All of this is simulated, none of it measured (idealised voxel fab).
Proc. module: voxel capacitor over wiring
The width of the displayed cross-section, cut, is 225 nm; its cells are square, with a size of 5 nm.
Cross-section, as written here: a square-cell grid given band by band from the top down, where a band holds one or more rows of cells. Heads up on the band format: heights come first, top then bottom, in nm. After that it's the materials left to right, each with its width in nm. A single material flagged "throughout" fills the whole band edge to edge, and "empty" means there's empty space there. Height datum 0, below which the as-received substrate wafer is one material. Lowest band open at the bottom, running downward: "0 down". A two-number width, for instance "30 to 40", indicates that the width is equal to the first number in the top row of the band and to the second number in the bottom row, and that it changes by a constant amount per row of cells. Basically "left unchanged" means that step didn't change any cell in the cross-section. "Non-vented voids" lists enclosed empty spaces (at least 8 cells, no open path upward to the top), each as width x height at distance from the left edge, in nm. Note: text after step settings on the step line = simulator remark on that step. overlay nm: right-of-plan distance of the mask on a masked step; negative values mean left-of-plan.
# The process steps that were planned are listed below
1 RECEIVE [material Si]
2 CONFORMAL_DEP [material SiO2] [thk nm 15]
3 CONFORMAL_DEP [material SiN] [thk nm 5]
4 DIRECTIONAL_DEP [material SiO2] [thk nm 25]
5 PATTERN [tone open] [mask id METAL_1] [material resist] [width nm 30] [pitch nm 80] [thk nm 15] [overlay nm 0]
6 DIRECTIONAL_ETCH [etch materials SiO2] [depth nm 25]
7 DIRECTIONAL_ETCH [etch materials SiN] [depth nm 5]
8 STRIP [etch materials resist]
9 CONFORMAL_DEP [material TiN] [thk nm 5]
10 FILL_DEP [material W] [thk nm 10]
11 CMP [height nm 45]
12 CONFORMAL_DEP [material SiCN] [thk nm 5]
13 DIRECTIONAL_DEP [material lowk] [thk nm 15]
14 PATTERN [tone open] [mask id PLUG_1] [material resist] [width nm 15] [thk nm 20] [overlay nm 0]
15 DIRECTIONAL_ETCH [etch materials lowk] [depth nm 15]
16 DIRECTIONAL_ETCH [etch materials SiCN] [depth nm 5]
17 STRIP [etch materials resist]
18 EPI [material Ru] [thk nm 10]
19 EPI [material Ru] [thk nm 10]
20 DIRECTIONAL_DEP [material TiN] [thk nm 10]
21 DIRECTIONAL_DEP [material HfO2] [thk nm 5]
22 DIRECTIONAL_DEP [material TiN] [thk nm 10]
23 MASKED_ETCH [tone cover] [mask id UPPER_PLATE] [width nm 55] [etch materials TiN] [depth nm 10] [overlay nm 0]
24 MASKED_ETCH [tone cover] [mask id UPPER_PLATE] [width nm 55] [etch materials HfO2] [depth nm 5] [overlay nm 0]
25 MASKED_ETCH [tone cover] [mask id LOWER_PLATE] [width nm 65] [etch materials TiN] [depth nm 10] [overlay nm 0]
26 FILL_DEP [material SiO2] [thk nm 20]
27 CMP [height nm 105]
28 PATTERN [tone open] [mask id PLUG_2] [material resist] [width nm 15] [thk nm 15] [overlay nm 0]
29 DIRECTIONAL_ETCH [etch materials SiO2] [depth nm 15]
30 STRIP [etch materials resist]
31 CONFORMAL_DEP [material TiN] [thk nm 5]
32 FILL_DEP [material Ru] [thk nm 10]
33 CMP [height nm 105]
34 CONFORMAL_DEP [material SiN] [thk nm 5]
# What follows covers the first of two wafers; it ran as planned
# Cross-section: wafer on arrival = after step 1
* 0 down: Si throughout
* Non-vented voids: none
# You're looking at a cross-section of the wafer after step 2
* 15 to 0: SiO2 throughout
* Below 0, the layers are the same as they were.
# You're looking at a cross-section of the wafer after step 3
* 20 to 15: SiN throughout
* Below 15, the layers are the same as they were.
# You're looking at a cross-section of the wafer after step 4
* 45 to 20: SiO2 throughout
* Below 20, the layers are the same as they were.
# You're looking at a cross-section of the wafer after step 5
* 60 to 45: resist 55 nm, empty 30 nm, resist 50 nm, empty 30 nm, resist 60 nm
* Below 45, the layers are the same as they were.
# You're looking at a cross-section of the wafer after step 6
* 60 to 45: resist 55 nm, empty 30 nm, resist 50 nm, empty 30 nm, resist 60 nm
* 45 to 20: SiO2 55 nm, empty 30 nm, SiO2 50 nm, empty 30 nm, SiO2 60 nm
* Below 20, the layers are the same as they were.
# You're looking at a cross-section of the wafer after step 7
* 60 to 45: resist 55 nm, empty 30 nm, resist 50 nm, empty 30 nm, resist 60 nm
* 45 to 20: SiO2 55 nm, empty 30 nm, SiO2 50 nm, empty 30 nm, SiO2 60 nm
* 20 to 15: SiN 55 nm, empty 30 nm, SiN 50 nm, empty 30 nm, SiN 60 nm
* Below 15, the layers are the same as they were.
# You're looking at a cross-section of the wafer after step 8
* 45 to 20: SiO2 55 nm, empty 30 nm, SiO2 50 nm, empty 30 nm, SiO2 60 nm
* Below 20, the layers are the same as they were.
# You're looking at a cross-section of the wafer after step 9
* 50 to 45: TiN 60 nm, empty 20 nm, TiN 60 nm, empty 20 nm, TiN 65 nm
* 45 to 20: SiO2 55 nm, TiN 5 nm, empty 20 nm, TiN 5 nm, SiO2 50 nm, TiN 5 nm, empty 20 nm, TiN 5 nm, SiO2 60 nm
* 20 to 15: SiN 55 nm, TiN 30 nm, SiN 50 nm, TiN 30 nm, SiN 60 nm
* Below 15, the layers are the same as they were.
# You're looking at a cross-section of the wafer after step 10
* 60 to 50: W throughout
* 50 to 45: TiN 60 nm, W 20 nm, TiN 60 nm, W 20 nm, TiN 65 nm
* 45 to 20: SiO2 55 nm, TiN 5 nm, W 20 nm, TiN 5 nm, SiO2 50 nm, TiN 5 nm, W 20 nm, TiN 5 nm, SiO2 60 nm
* Below 20, the layers are the same as they were.
# You're looking at a cross-section of the wafer after step 11
* 45 to 20: SiO2 55 nm, TiN 5 nm, W 20 nm, TiN 5 nm, SiO2 50 nm, TiN 5 nm, W 20 nm, TiN 5 nm, SiO2 60 nm
* Below 20, the layers are the same as they were.
# You're looking at a cross-section of the wafer after step 12
* 50 to 45: SiCN throughout
* Below 45, the layers are the same as they were.
# You're looking at a cross-section of the wafer after step 13
* 65 to 50: lowk throughout
* Below 50, the layers are the same as they were.
# You're looking at a cross-section of the wafer after step 14
* 85 to 65: resist 70 nm, empty 15 nm, resist 140 nm
* Below 65, the layers are the same as they were.
# You're looking at a cross-section of the wafer after step 15
* 85 to 65: resist 70 nm, empty 15 nm, resist 140 nm
* 65 to 50: lowk 70 nm, empty 15 nm, lowk 140 nm
* Below 50, the layers are the same as they were.
# You're looking at a cross-section of the wafer after step 16
* 85 to 65: resist 70 nm, empty 15 nm, resist 140 nm
* 65 to 50: lowk 70 nm, empty 15 nm, lowk 140 nm
* 50 to 45: SiCN 70 nm, empty 15 nm, SiCN 140 nm
* Below 45, the layers are the same as they were.
# You're looking at a cross-section of the wafer after step 17
* 65 to 50: lowk 70 nm, empty 15 nm, lowk 140 nm
* Below 50, the layers are the same as they were.
# You're looking at a cross-section of the wafer after step 18
* 65 to 55: lowk 70 nm, empty 15 nm, lowk 140 nm
* 55 to 50: lowk 70 nm, Ru 15 nm, lowk 140 nm
* 50 to 45: SiCN 70 nm, Ru 15 nm, SiCN 140 nm
* Below 45, the layers are the same as they were.
# You're looking at a cross-section of the wafer after step 19
* 65 to 50: lowk 70 nm, Ru 15 nm, lowk 140 nm
* Below 50, the layers are the same as they were.
# You're looking at a cross-section of the wafer after step 20
* 75 to 65: TiN throughout
* Below 65, the layers are the same as they were.
# You're looking at a cross-section of the wafer after step 21
* 80 to 75: HfO2 throughout
* Below 75, the layers are the same as they were.
# You're looking at a cross-section of the wafer after step 22
* 90 to 80: TiN throughout
* Below 80, the layers are the same as they were.
# You're looking at a cross-section of the wafer after step 23
* 90 to 80: empty 70 nm, TiN 55 nm, empty 100 nm
* Below 80, the layers are the same as they were.
# You're looking at a cross-section of the wafer after step 24
* 90 to 80: empty 70 nm, TiN 55 nm, empty 100 nm
* 80 to 75: empty 70 nm, HfO2 55 nm, empty 100 nm
* Below 75, the layers are the same as they were.
# You're looking at a cross-section of the wafer after step 25
* 90 to 80: empty 70 nm, TiN 55 nm, empty 100 nm
* 80 to 75: empty 70 nm, HfO2 55 nm, empty 100 nm
* 75 to 65: empty 65 nm, TiN 65 nm, empty 95 nm
* Below 65, the layers are the same as they were.
# You're looking at a cross-section of the wafer after step 26
* 110 to 90: SiO2 throughout
* 90 to 80: SiO2 70 nm, TiN 55 nm, SiO2 100 nm
* 80 to 75: SiO2 70 nm, HfO2 55 nm, SiO2 100 nm
* 75 to 65: SiO2 65 nm, TiN 65 nm, SiO2 95 nm
* Below 65, the layers are the same as they were.
# You're looking at a cross-section of the wafer after step 27
* 105 to 90: SiO2 throughout
* Below 90, the layers are the same as they were.
# You're looking at a cross-section of the wafer after step 28
* 120 to 105: resist 80 nm, empty 15 nm, resist 130 nm
* Below 105, the layers are the same as they were.
# You're looking at a cross-section of the wafer after step 29
* 120 to 105: resist 80 nm, empty 15 nm, resist 130 nm
* 105 to 90: SiO2 80 nm, empty 15 nm, SiO2 130 nm
* Below 90, the layers are the same as they were.
# You're looking at a cross-section of the wafer after step 30
* 105 to 90: SiO2 80 nm, empty 15 nm, SiO2 130 nm
* Below 90, the layers are the same as they were.
# You're looking at a cross-section of the wafer after step 31
* 110 to 105: TiN 85 nm, empty 5 nm, TiN 135 nm
* 105 to 95: SiO2 80 nm, TiN 5 nm, empty 5 nm, TiN 5 nm, SiO2 130 nm
* 95 to 90: SiO2 80 nm, TiN 15 nm, SiO2 130 nm
* Below 90, the layers are the same as they were.
# You're looking at a cross-section of the wafer after step 32
* 120 to 110: Ru throughout
* 110 to 105: TiN 85 nm, Ru 5 nm, TiN 135 nm
* 105 to 95: SiO2 80 nm, TiN 5 nm, Ru 5 nm, TiN 5 nm, SiO2 130 nm
* Below 95, the layers are the same as they were.
# You're looking at a cross-section of the wafer after step 33
* 105 to 95: SiO2 80 nm, TiN 5 nm, Ru 5 nm, TiN 5 nm, SiO2 130 nm
* Below 95, the layers are the same as they were.
# You're looking at a cross-section of the wafer after step 34
* 110 to 105: SiN throughout
* Below 105, the layers are the same as they were.
# Wafer two of two - same starting point, same process plan, one mistake in execution; matches wafer one up to and including step 12
# Cross-section of the second wafer at the time step 13 of the plan should have ended
* 60 to 50: lowk throughout
* Below 50, the layers are the same as they were.
# Cross-section of the second wafer at the time step 14 of the plan should have ended
* 80 to 60: resist 70 nm, empty 15 nm, resist 140 nm
* Below 60, the layers are the same as they were.
# Cross-section of the second wafer at the time step 15 of the plan should have ended
* 80 to 60: resist 70 nm, empty 15 nm, resist 140 nm
* 60 to 50: lowk 70 nm, empty 15 nm, lowk 140 nm
* Below 50, the layers are the same as they were.
# Cross-section of the second wafer at the time step 16 of the plan should have ended
* 80 to 60: resist 70 nm, empty 15 nm, resist 140 nm
* 60 to 50: lowk 70 nm, empty 15 nm, lowk 140 nm
* 50 to 45: SiCN 70 nm, empty 15 nm, SiCN 140 nm
* Below 45, the layers are the same as they were.
# Cross-section of the second wafer at the time step 17 of the plan should have ended
* 60 to 50: lowk 70 nm, empty 15 nm, lowk 140 nm
* Below 50, the layers are the same as they were.
# Cross-section of the second wafer at the time step 18 of the plan should have ended
* 60 to 55: lowk 70 nm, empty 15 nm, lowk 140 nm
* 55 to 50: lowk 70 nm, Ru 15 nm, lowk 140 nm
* 50 to 45: SiCN 70 nm, Ru 15 nm, SiCN 140 nm
* Below 45, the layers are the same as they were.
# Cross-section of the second wafer at the time step 19 of the plan should have ended
* 65 to 60: empty 65 nm, Ru 25 nm, empty 135 nm
* 60 to 50: lowk 70 nm, Ru 15 nm, lowk 140 nm
* Below 50, the layers are the same as they were.
# Cross-section of the second wafer at the time step 20 of the plan should have ended
* 75 to 70: empty 65 nm, TiN 25 nm, empty 135 nm
* 70 to 65: TiN throughout
* 65 to 60: TiN 65 nm, Ru 25 nm, TiN 135 nm
* Below 60, the layers are the same as they were.
# Cross-section of the second wafer at the time step 21 of the plan should have ended
* 80 to 75: empty 65 nm, HfO2 25 nm, empty 135 nm
* 75 to 70: HfO2 65 nm, TiN 25 nm, HfO2 135 nm
* Below 70, the layers are the same as they were.
# Cross-section of the second wafer at the time step 22 of the plan should have ended
* 90 to 85: empty 65 nm, TiN 25 nm, empty 135 nm
* 85 to 80: TiN throughout
* 80 to 75: TiN 65 nm, HfO2 25 nm, TiN 135 nm
* Below 75, the layers are the same as they were.
# Cross-section of the second wafer at the time step 23 of the plan should have ended
* 90 to 80: empty 70 nm, TiN 20 to 55 nm, empty 135 to 100 nm
* 80 to 75: empty 65 nm, HfO2 25 nm, TiN 35 nm, empty 100 nm
* Below 75, the layers are the same as they were.
# Cross-section of the second wafer at the time step 24 of the plan should have ended
* 90 to 80: empty 70 nm, TiN 20 to 55 nm, empty 135 to 100 nm
* 80 to 75: empty 70 nm, HfO2 20 nm, TiN 35 nm, empty 100 nm
* 75 to 70: empty 65 nm, TiN 25 nm, HfO2 35 nm, empty 100 nm
* Below 70, the layers are the same as they were.
# Cross-section of the second wafer at the time step 25 of the plan should have ended
* 90 to 80: empty 70 nm, TiN 20 to 55 nm, empty 135 to 100 nm
* 80 to 75: empty 70 nm, HfO2 20 nm, TiN 35 nm, empty 100 nm
* 75 to 70: empty 65 nm, TiN 25 nm, HfO2 35 nm, empty 100 nm
* 70 to 65: empty 65 nm, TiN 65 nm, empty 95 nm
* 65 to 60: empty 65 nm, Ru 25 nm, TiN 40 nm, empty 95 nm
* Below 60, the layers are the same as they were.
# Cross-section of the second wafer at the time step 26 of the plan should have ended
* 110 to 90: SiO2 throughout
* 90 to 80: SiO2 70 nm, TiN 20 to 55 nm, SiO2 135 to 100 nm
* 80 to 75: SiO2 70 nm, HfO2 20 nm, TiN 35 nm, SiO2 100 nm
* 75 to 70: SiO2 65 nm, TiN 25 nm, HfO2 35 nm, SiO2 100 nm
* 70 to 65: SiO2 65 nm, TiN 65 nm, SiO2 95 nm
* 65 to 60: SiO2 65 nm, Ru 25 nm, TiN 40 nm, SiO2 95 nm
* Below 60, the layers are the same as they were.
# Cross-section of the second wafer at the time step 27 of the plan should have ended
* 105 to 90: SiO2 throughout
* Below 90, the layers are the same as they were.
# Cross-section of the second wafer at the time step 28 of the plan should have ended
* 120 to 105: resist 80 nm, empty 15 nm, resist 130 nm
* Below 105, the layers are the same as they were.
# Cross-section of the second wafer at the time step 29 of the plan should have ended
* 120 to 105: resist 80 nm, empty 15 nm, resist 130 nm
* 105 to 90: SiO2 80 nm, empty 15 nm, SiO2 130 nm
* Below 90, the layers are the same as they were.
# Cross-section of the second wafer at the time step 30 of the plan should have ended
* 105 to 90: SiO2 80 nm, empty 15 nm, SiO2 130 nm
* Below 90, the layers are the same as they were.
# Cross-section of the second wafer at the time step 31 of the plan should have ended
* 110 to 105: TiN 85 nm, empty 5 nm, TiN 135 nm
* 105 to 95: SiO2 80 nm, TiN 5 nm, empty 5 nm, TiN 5 nm, SiO2 130 nm
* 95 to 85: SiO2 80 to 70 nm, TiN 15 to 20 nm, SiO2 130 to 135 nm
* Below 85, the layers are the same as they were.
# Cross-section of the second wafer at the time step 32 of the plan should have ended
* 120 to 110: Ru throughout
* 110 to 105: TiN 85 nm, Ru 5 nm, TiN 135 nm
* 105 to 95: SiO2 80 nm, TiN 5 nm, Ru 5 nm, TiN 5 nm, SiO2 130 nm
* Below 95, the layers are the same as they were.
# Cross-section of the second wafer at the time step 33 of the plan should have ended
* 105 to 95: SiO2 80 nm, TiN 5 nm, Ru 5 nm, TiN 5 nm, SiO2 130 nm
* Below 95, the layers are the same as they were.
# Cross-section of the second wafer at the time step 34 of the plan should have ended
* 110 to 105: SiN throughout
* Below 105, the layers are the same as they were.
Plan not followed: off-plan run, step 13, actual operation and settings DIRECTIONAL_DEP [material lowk] [thk nm 10]
Materials where the second wafer ends with more or fewer cells than the first: +2 Ru, +40 SiO2, -42 lowk
